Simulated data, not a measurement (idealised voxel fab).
The process module presented herein is designated voxel self aligned vias.
cross-section cut | 255 nm wide | cells 5 nm
How to read a cross-section here: the picture is a grid of square cells, written as bands going from the top down, and any band can span one or more rows of cells.
Band entry format. Leading values: height of top, height of bottom, nm. Remainder: materials in left-to-right order, each with its width in nm. Special words: "throughout" on a single material, which then fills the band edge to edge; "blank", empty space.
Heads up on the height convention: 0 is the point under which the incoming wafer is all one material, and the lowest band has no bottom, it just keeps going down, like "top 0, no bottom".
Quick explanation for "30 to 40": the width changes in equal steps down the rows of cells, from the first number in the band's top row to the second number in its bottom row.
The designation "nothing was modified", where it is given for a processing step, indicates that no cell of the cross-section was altered in the course of that step.
Entry "Enclosed voids". Content: empty spaces with no open connection to the top, size 8 cells or greater. Each: width x height at distance. Distance: from left edge. Unit: nm.
Step line, after settings: the simulator's comment on this step.
"overlay nm", when on a step's line for a step with a mask, measures how far to the right of its planned place the mask lay; a negative measure means to the left.

HERE'S WHAT THE PLANNED PROCESS STEPS LOOK LIKE
| 1 | RECEIVE,material Si |
| 2 | CONFORMAL_DEP,material SiO2,thk nm 10 |
| 3 | CONFORMAL_DEP,material SiCN,thk nm 5 |
| 4 | DIRECTIONAL_DEP,material lowk,thk nm 25 |
| 5 | PATTERN,tone open,mask id LINES,material resist,width nm 25,pitch nm 55,thk nm 20,overlay nm 0 |
| 6 | DIRECTIONAL_ETCH,etch materials lowk,depth nm 25 |
| 7 | STRIP,etch materials resist |
| 8 | CONFORMAL_DEP,material TiN,thk nm 5 |
| 9 | FILL_DEP,material Ru,thk nm 10 |
| 10 | CMP,height nm 40 |
| 11 | SELECTIVE_ETCH,etch materials W Ru TiN,depth nm 5 |
| 12 | FILL_DEP,material SiN,thk nm 10 |
| 13 | CMP,height nm 40 |
| 14 | DIRECTIONAL_DEP,material lowk,thk nm 15 |
| 15 | DIRECTIONAL_DEP,material aC,thk nm 15 |
| 16 | PATTERN,tone open,mask id VIAS,material resist,width nm 35,pitch nm 55,thk nm 30,overlay nm 0 |
| 17 | DIRECTIONAL_ETCH,etch materials aC,depth nm 15 |
| 18 | STRIP,etch materials resist |
| 19 | DIRECTIONAL_ETCH,etch materials lowk,depth nm 15 |
| 20 | DIRECTIONAL_ETCH,etch materials SiN,depth nm 5 |
| 21 | STRIP,etch materials aC |
| 22 | CONFORMAL_DEP,material TiN,thk nm 5 |
| 23 | FILL_DEP,material Cu,thk nm 10 |
| 24 | CMP,height nm 55 |
| 25 | CONFORMAL_DEP,material SiCN,thk nm 5 |

FIRST OUT OF TWO WAFERS; RUN WENT TO PLAN

CROSS-SECTION OF THE WAFER UPON ARRIVAL, REPRESENTING THE STATE REACHED AFTER STEP 1
* top 0, no bottom = Si throughout
* Enclosed voids: none

THE WAFER IN CROSS-SECTION ONCE STEP 2 IS COMPLETE
* top 10, bottom 0 = SiO2 throughout
* Note: structure below 0 unchanged.

THE WAFER IN CROSS-SECTION ONCE STEP 3 IS COMPLETE
* top 15, bottom 10 = SiCN throughout
* Note: structure below 10 unchanged.

THE WAFER IN CROSS-SECTION ONCE STEP 4 IS COMPLETE
* top 40, bottom 15 = lowk throughout
* Note: structure below 15 unchanged.

THE WAFER IN CROSS-SECTION ONCE STEP 5 IS COMPLETE
* top 60, bottom 40 = resist=85, blank=25, resist=30, blank=25, resist=90
* Note: structure below 40 unchanged.

THE WAFER IN CROSS-SECTION ONCE STEP 6 IS COMPLETE
* top 60, bottom 40 = resist=85, blank=25, resist=30, blank=25, resist=90
* top 40, bottom 15 = lowk=85, blank=25, lowk=30, blank=25, lowk=90
* Note: structure below 15 unchanged.

THE WAFER IN CROSS-SECTION ONCE STEP 7 IS COMPLETE
* top 40, bottom 15 = lowk=85, blank=25, lowk=30, blank=25, lowk=90
* Note: structure below 15 unchanged.

THE WAFER IN CROSS-SECTION ONCE STEP 8 IS COMPLETE
* top 45, bottom 40 = TiN=90, blank=15, TiN=40, blank=15, TiN=95
* top 40, bottom 20 = lowk=85, TiN=5, blank=15, TiN=5, lowk=30, TiN=5, blank=15, TiN=5, lowk=90
* top 20, bottom 15 = lowk=85, TiN=25, lowk=30, TiN=25, lowk=90
* Note: structure below 15 unchanged.

THE WAFER IN CROSS-SECTION ONCE STEP 9 IS COMPLETE
* top 55, bottom 45 = Ru throughout
* top 45, bottom 40 = TiN=90, Ru=15, TiN=40, Ru=15, TiN=95
* top 40, bottom 20 = lowk=85, TiN=5, Ru=15, TiN=5, lowk=30, TiN=5, Ru=15, TiN=5, lowk=90
* Note: structure below 20 unchanged.

THE WAFER IN CROSS-SECTION ONCE STEP 10 IS COMPLETE
* top 40, bottom 20 = lowk=85, TiN=5, Ru=15, TiN=5, lowk=30, TiN=5, Ru=15, TiN=5, lowk=90
* Note: structure below 20 unchanged.

THE WAFER IN CROSS-SECTION ONCE STEP 11 IS COMPLETE
* top 40, bottom 35 = lowk=85, blank=25, lowk=30, blank=25, lowk=90
* Note: structure below 35 unchanged.

THE WAFER IN CROSS-SECTION ONCE STEP 12 IS COMPLETE
* top 50, bottom 40 = SiN throughout
* top 40, bottom 35 = lowk=85, SiN=25, lowk=30, SiN=25, lowk=90
* Note: structure below 35 unchanged.

THE WAFER IN CROSS-SECTION ONCE STEP 13 IS COMPLETE
* top 40, bottom 35 = lowk=85, SiN=25, lowk=30, SiN=25, lowk=90
* Note: structure below 35 unchanged.

THE WAFER IN CROSS-SECTION ONCE STEP 14 IS COMPLETE
* top 55, bottom 40 = lowk throughout
* Note: structure below 40 unchanged.

THE WAFER IN CROSS-SECTION ONCE STEP 15 IS COMPLETE
* top 70, bottom 55 = aC throughout
* Note: structure below 55 unchanged.

THE WAFER IN CROSS-SECTION ONCE STEP 16 IS COMPLETE
* top 100, bottom 70 = resist=80, blank=35, resist=20, blank=35, resist=85
* Note: structure below 70 unchanged.

THE WAFER IN CROSS-SECTION ONCE STEP 17 IS COMPLETE
* top 85, bottom 70 = resist=80, blank=35, resist=20, blank=35, resist=85
* top 70, bottom 55 = aC=80, blank=35, aC=20, blank=35, aC=85
* Note: structure below 55 unchanged.

THE WAFER IN CROSS-SECTION ONCE STEP 18 IS COMPLETE
* top 70, bottom 55 = aC=80, blank=35, aC=20, blank=35, aC=85
* Note: structure below 55 unchanged.

THE WAFER IN CROSS-SECTION ONCE STEP 19 IS COMPLETE
* top 70, bottom 55 = aC=80, blank=35, aC=20, blank=35, aC=85
* top 55, bottom 40 = lowk=80, blank=35, lowk=20, blank=35, lowk=85
* Note: structure below 40 unchanged.

THE WAFER IN CROSS-SECTION ONCE STEP 20 IS COMPLETE
* top 70, bottom 55 = aC=80, blank=35, aC=20, blank=35, aC=85
* top 55, bottom 40 = lowk=80, blank=35, lowk=20, blank=35, lowk=85
* top 40, bottom 35 = lowk=85, blank=25, lowk=30, blank=25, lowk=90
* Note: structure below 35 unchanged.

THE WAFER IN CROSS-SECTION ONCE STEP 21 IS COMPLETE
* top 55, bottom 40 = lowk=80, blank=35, lowk=20, blank=35, lowk=85
* Note: structure below 40 unchanged.

THE WAFER IN CROSS-SECTION ONCE STEP 22 IS COMPLETE
* top 60, bottom 55 = TiN=85, blank=25, TiN=30, blank=25, TiN=90
* top 55, bottom 45 = lowk=80, TiN=5, blank=25, TiN=5, lowk=20, TiN=5, blank=25, TiN=5, lowk=85
* top 45, bottom 40 = lowk=80, TiN=10, blank=15, TiN=10, lowk=20, TiN=10, blank=15, TiN=10, lowk=85
* top 40, bottom 35 = lowk=85, TiN=25, lowk=30, TiN=25, lowk=90
* Note: structure below 35 unchanged.

THE WAFER IN CROSS-SECTION ONCE STEP 23 IS COMPLETE
* top 70, bottom 60 = Cu throughout
* top 60, bottom 55 = TiN=85, Cu=25, TiN=30, Cu=25, TiN=90
* top 55, bottom 45 = lowk=80, TiN=5, Cu=25, TiN=5, lowk=20, TiN=5, Cu=25, TiN=5, lowk=85
* top 45, bottom 40 = lowk=80, TiN=10, Cu=15, TiN=10, lowk=20, TiN=10, Cu=15, TiN=10, lowk=85
* Note: structure below 40 unchanged.

THE WAFER IN CROSS-SECTION ONCE STEP 24 IS COMPLETE
* top 55, bottom 45 = lowk=80, TiN=5, Cu=25, TiN=5, lowk=20, TiN=5, Cu=25, TiN=5, lowk=85
* Note: structure below 45 unchanged.

THE WAFER IN CROSS-SECTION ONCE STEP 25 IS COMPLETE
* top 60, bottom 55 = SiCN throughout
* Note: structure below 55 unchanged.

SECOND WAFER. START AND PLAN AS FOR THE FIRST. ONE MISTAKE MADE IN RUNNING. AGREES WITH THE FIRST UP TO AND INCLUDING STEP 1

CROSS-SECTION OF THE SECOND WAFER AT THE TIME BY WHICH STEP 2 SHOULD HAVE BEEN COMPLETED ACCORDING TO THE PLAN
* top 15, bottom 0 = SiO2 throughout
* Note: structure below 0 unchanged.

CROSS-SECTION OF THE SECOND WAFER AT THE TIME BY WHICH STEP 3 SHOULD HAVE BEEN COMPLETED ACCORDING TO THE PLAN
* top 20, bottom 15 = SiCN throughout
* Note: structure below 15 unchanged.

CROSS-SECTION OF THE SECOND WAFER AT THE TIME BY WHICH STEP 4 SHOULD HAVE BEEN COMPLETED ACCORDING TO THE PLAN
* top 45, bottom 20 = lowk throughout
* Note: structure below 20 unchanged.

CROSS-SECTION OF THE SECOND WAFER AT THE TIME BY WHICH STEP 5 SHOULD HAVE BEEN COMPLETED ACCORDING TO THE PLAN
* top 65, bottom 45 = resist=85, blank=25, resist=30, blank=25, resist=90
* Note: structure below 45 unchanged.

CROSS-SECTION OF THE SECOND WAFER AT THE TIME BY WHICH STEP 6 SHOULD HAVE BEEN COMPLETED ACCORDING TO THE PLAN
* top 65, bottom 45 = resist=85, blank=25, resist=30, blank=25, resist=90
* top 45, bottom 20 = lowk=85, blank=25, lowk=30, blank=25, lowk=90
* Note: structure below 20 unchanged.

CROSS-SECTION OF THE SECOND WAFER AT THE TIME BY WHICH STEP 7 SHOULD HAVE BEEN COMPLETED ACCORDING TO THE PLAN
* top 45, bottom 20 = lowk=85, blank=25, lowk=30, blank=25, lowk=90
* Note: structure below 20 unchanged.

CROSS-SECTION OF THE SECOND WAFER AT THE TIME BY WHICH STEP 8 SHOULD HAVE BEEN COMPLETED ACCORDING TO THE PLAN
* top 50, bottom 45 = TiN=90, blank=15, TiN=40, blank=15, TiN=95
* top 45, bottom 25 = lowk=85, TiN=5, blank=15, TiN=5, lowk=30, TiN=5, blank=15, TiN=5, lowk=90
* top 25, bottom 20 = lowk=85, TiN=25, lowk=30, TiN=25, lowk=90
* Note: structure below 20 unchanged.

CROSS-SECTION OF THE SECOND WAFER AT THE TIME BY WHICH STEP 9 SHOULD HAVE BEEN COMPLETED ACCORDING TO THE PLAN
* top 60, bottom 50 = Ru throughout
* top 50, bottom 45 = TiN=90, Ru=15, TiN=40, Ru=15, TiN=95
* top 45, bottom 25 = lowk=85, TiN=5, Ru=15, TiN=5, lowk=30, TiN=5, Ru=15, TiN=5, lowk=90
* Note: structure below 25 unchanged.

CROSS-SECTION OF THE SECOND WAFER AT THE TIME BY WHICH STEP 10 SHOULD HAVE BEEN COMPLETED ACCORDING TO THE PLAN
* top 40, bottom 25 = lowk=85, TiN=5, Ru=15, TiN=5, lowk=30, TiN=5, Ru=15, TiN=5, lowk=90
* Note: structure below 25 unchanged.

CROSS-SECTION OF THE SECOND WAFER AT THE TIME BY WHICH STEP 11 SHOULD HAVE BEEN COMPLETED ACCORDING TO THE PLAN
* top 40, bottom 35 = lowk=85, blank=25, lowk=30, blank=25, lowk=90
* Note: structure below 35 unchanged.

CROSS-SECTION OF THE SECOND WAFER AT THE TIME BY WHICH STEP 12 SHOULD HAVE BEEN COMPLETED ACCORDING TO THE PLAN
* top 50, bottom 40 = SiN throughout
* top 40, bottom 35 = lowk=85, SiN=25, lowk=30, SiN=25, lowk=90
* Note: structure below 35 unchanged.

CROSS-SECTION OF THE SECOND WAFER AT THE TIME BY WHICH STEP 13 SHOULD HAVE BEEN COMPLETED ACCORDING TO THE PLAN
* top 40, bottom 35 = lowk=85, SiN=25, lowk=30, SiN=25, lowk=90
* Note: structure below 35 unchanged.

CROSS-SECTION OF THE SECOND WAFER AT THE TIME BY WHICH STEP 14 SHOULD HAVE BEEN COMPLETED ACCORDING TO THE PLAN
* top 55, bottom 40 = lowk throughout
* Note: structure below 40 unchanged.

CROSS-SECTION OF THE SECOND WAFER AT THE TIME BY WHICH STEP 15 SHOULD HAVE BEEN COMPLETED ACCORDING TO THE PLAN
* top 70, bottom 55 = aC throughout
* Note: structure below 55 unchanged.

CROSS-SECTION OF THE SECOND WAFER AT THE TIME BY WHICH STEP 16 SHOULD HAVE BEEN COMPLETED ACCORDING TO THE PLAN
* top 100, bottom 70 = resist=80, blank=35, resist=20, blank=35, resist=85
* Note: structure below 70 unchanged.

CROSS-SECTION OF THE SECOND WAFER AT THE TIME BY WHICH STEP 17 SHOULD HAVE BEEN COMPLETED ACCORDING TO THE PLAN
* top 85, bottom 70 = resist=80, blank=35, resist=20, blank=35, resist=85
* top 70, bottom 55 = aC=80, blank=35, aC=20, blank=35, aC=85
* Note: structure below 55 unchanged.

CROSS-SECTION OF THE SECOND WAFER AT THE TIME BY WHICH STEP 18 SHOULD HAVE BEEN COMPLETED ACCORDING TO THE PLAN
* top 70, bottom 55 = aC=80, blank=35, aC=20, blank=35, aC=85
* Note: structure below 55 unchanged.

CROSS-SECTION OF THE SECOND WAFER AT THE TIME BY WHICH STEP 19 SHOULD HAVE BEEN COMPLETED ACCORDING TO THE PLAN
* top 70, bottom 55 = aC=80, blank=35, aC=20, blank=35, aC=85
* top 55, bottom 40 = lowk=80, blank=35, lowk=20, blank=35, lowk=85
* Note: structure below 40 unchanged.

CROSS-SECTION OF THE SECOND WAFER AT THE TIME BY WHICH STEP 20 SHOULD HAVE BEEN COMPLETED ACCORDING TO THE PLAN
* top 70, bottom 55 = aC=80, blank=35, aC=20, blank=35, aC=85
* top 55, bottom 40 = lowk=80, blank=35, lowk=20, blank=35, lowk=85
* top 40, bottom 35 = lowk=85, blank=25, lowk=30, blank=25, lowk=90
* Note: structure below 35 unchanged.

CROSS-SECTION OF THE SECOND WAFER AT THE TIME BY WHICH STEP 21 SHOULD HAVE BEEN COMPLETED ACCORDING TO THE PLAN
* top 55, bottom 40 = lowk=80, blank=35, lowk=20, blank=35, lowk=85
* Note: structure below 40 unchanged.

CROSS-SECTION OF THE SECOND WAFER AT THE TIME BY WHICH STEP 22 SHOULD HAVE BEEN COMPLETED ACCORDING TO THE PLAN
* top 60, bottom 55 = TiN=85, blank=25, TiN=30, blank=25, TiN=90
* top 55, bottom 45 = lowk=80, TiN=5, blank=25, TiN=5, lowk=20, TiN=5, blank=25, TiN=5, lowk=85
* top 45, bottom 40 = lowk=80, TiN=10, blank=15, TiN=10, lowk=20, TiN=10, blank=15, TiN=10, lowk=85
* top 40, bottom 35 = lowk=85, TiN=25, lowk=30, TiN=25, lowk=90
* Note: structure below 35 unchanged.

CROSS-SECTION OF THE SECOND WAFER AT THE TIME BY WHICH STEP 23 SHOULD HAVE BEEN COMPLETED ACCORDING TO THE PLAN
* top 70, bottom 60 = Cu throughout
* top 60, bottom 55 = TiN=85, Cu=25, TiN=30, Cu=25, TiN=90
* top 55, bottom 45 = lowk=80, TiN=5, Cu=25, TiN=5, lowk=20, TiN=5, Cu=25, TiN=5, lowk=85
* top 45, bottom 40 = lowk=80, TiN=10, Cu=15, TiN=10, lowk=20, TiN=10, Cu=15, TiN=10, lowk=85
* Note: structure below 40 unchanged.

CROSS-SECTION OF THE SECOND WAFER AT THE TIME BY WHICH STEP 24 SHOULD HAVE BEEN COMPLETED ACCORDING TO THE PLAN
* top 55, bottom 45 = lowk=80, TiN=5, Cu=25, TiN=5, lowk=20, TiN=5, Cu=25, TiN=5, lowk=85
* Note: structure below 45 unchanged.

CROSS-SECTION OF THE SECOND WAFER AT THE TIME BY WHICH STEP 25 SHOULD HAVE BEEN COMPLETED ACCORDING TO THE PLAN
* top 60, bottom 55 = SiCN throughout
* Note: structure below 55 unchanged.
What was the processing mistake? heads up, step 2 didn't go per plan, it actually ran as CONFORMAL_DEP,material SiO2,thk nm 15
The closing comparison, in cells, has the second wafer with more or fewer of some materials than the first: Ru: 6 fewer; SiO2: 51 more; TiN: 4 fewer; lowk: 41 fewer
